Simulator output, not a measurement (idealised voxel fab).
process module | voxel transistor to metal
cross-section cut | 215 nm wide | cells 5 nm
A cross-section is a grid of square cells, given in bands from the top down. A band is one or more rows of cells.
Each band's line starts with the height of the band's top and of its bottom, in nm. Then come its materials from left to right, each with its width in nm. One material with "throughout" fills the band from edge to edge. "air" is empty space.
Height 0 is the level under which the wafer as received is all one material. The lowest band goes on downwards, as in "0 down".
A width such as "30 to 40" changes by the same amount from each row of cells to the next, from the band's top row to its bottom row.
"no change" after a step means that no cell of the cross-section changed.
closed voids: empty space of 8 cells or more with no open way to the top, each as width x height at its distance from the left edge, in nm
after a step's settings: what the simulator itself notes on the step
overlay nm, on a step with a mask: how far to the right of its planned place the mask lay; to the left if negative
plan
1 op RECEIVE | material Si
2 op CONFORMAL_DEP | material SiO2 | thk nm 5
3 op CONFORMAL_DEP | material SiN | thk nm 15
4 op PATTERN | tone cover | mask id ACTIVE | material resist | width nm 110 | thk nm 15 | overlay nm 0
5 op DIRECTIONAL_ETCH | etch materials SiN | depth nm 15
6 op DIRECTIONAL_ETCH | etch materials SiO2 | depth nm 5
7 op DIRECTIONAL_ETCH | etch materials Si | depth nm 20
8 op STRIP | etch materials resist
9 op OXIDIZE | depth nm 5
10 op FILL_DEP | material SiO2 | thk nm 15
11 op CMP | height nm 20
12 op SELECTIVE_ETCH | etch materials SiO2 | depth nm 10
13 op STRIP | etch materials SiN
14 op SELECTIVE_ETCH | etch materials SiO2 | depth nm 5
15 op OXIDIZE | depth nm 5
16 op DIRECTIONAL_DEP | material polySi | thk nm 25
17 op DIRECTIONAL_DEP | material SiCN | thk nm 10
18 op MASKED_ETCH | tone cover | mask id GATE | width nm 20 | etch materials SiCN | depth nm 20 | overlay nm 0
19 op MASKED_ETCH | tone cover | mask id GATE | width nm 20 | etch materials polySi | depth nm 35 | overlay nm 0
20 op CONFORMAL_DEP | material SiO2 | thk nm 5
21 op DIRECTIONAL_ETCH | etch materials SiO2 | depth nm 5
22 op CONFORMAL_DEP | material SiN | thk nm 5
23 op DIRECTIONAL_ETCH | etch materials SiN | depth nm 5
24 op DIRECTIONAL_ETCH | etch materials SiO2 | depth nm 5
25 op DIRECTIONAL_ETCH | etch materials Si | depth nm 10
26 op EPI | material SiGe | thk nm 15
27 op FILL_DEP | material SiO2 | thk nm 5
28 op CMP | height nm 35
29 op DIRECTIONAL_DEP | material SiO2 | thk nm 15
30 op DIRECTIONAL_DEP | material aC | thk nm 5
31 op PATTERN | tone open | mask id CONTACT | material resist | width nm 20 | pitch nm 70 | thk nm 30 | overlay nm 0
32 op DIRECTIONAL_ETCH | etch materials aC | depth nm 10
33 op STRIP | etch materials resist
34 op DIRECTIONAL_ETCH | etch materials SiO2 | depth nm 50
35 op STRIP | etch materials aC
36 op CONFORMAL_DEP | material TiN | thk nm 5
37 op FILL_DEP | material W | thk nm 10
38 op CMP | height nm 50
39 op DIRECTIONAL_DEP | material TiN | thk nm 5
40 op DIRECTIONAL_DEP | material Ru | thk nm 25
41 op DIRECTIONAL_DEP | material aC | thk nm 15
42 op PATTERN | tone cover | mask id METAL_1 | material resist | width nm 20 | pitch nm 70 | thk nm 35 | overlay nm 0
43 op DIRECTIONAL_ETCH | etch materials aC | depth nm 15
44 op STRIP | etch materials resist
45 op DIRECTIONAL_ETCH | etch materials Ru | depth nm 25
46 op DIRECTIONAL_ETCH | etch materials TiN | depth nm 5
47 op STRIP | etch materials aC
48 op FILL_DEP | material lowk | thk nm 10
49 op CMP | height nm 80
50 op CONFORMAL_DEP | material SiCN | thk nm 5
varied across the wafers: thk nm of step 30. The plan shows the first wafer's value. All wafers start alike
first wafer as received, after step 1
  0 down: Si throughout
  closed voids: none
each wafer at the end: cells of each material gained (+) or lost (-) since it was received, then its closed voids
thk nm 5 | +40 Ru | -159 Si | +51 SiCN | +48 SiGe | +16 SiN | +425 SiO2 | +52 TiN | +28 W | +210 lowk | +20 polySi | closed voids: none
thk nm 10 | +40 Ru | -159 Si | +51 SiCN | +48 SiGe | +16 SiN | +425 SiO2 | +52 TiN | +28 W | +210 lowk | +20 polySi | closed voids: none
thk nm 15 | +40 Ru | -159 Si | +51 SiCN | +48 SiGe | +16 SiN | +497 SiO2 | +8 TiN | +210 lowk | +20 polySi | closed voids: none
thk nm 20 | +40 Ru | -159 Si | +51 SiCN | +48 SiGe | +16 SiN | +497 SiO2 | +8 TiN | +210 lowk | +20 polySi | closed voids: none
thk nm 25 | +40 Ru | -159 Si | +51 SiCN | +48 SiGe | +16 SiN | +497 SiO2 | +8 TiN | +210 lowk | +20 polySi | closed voids: none
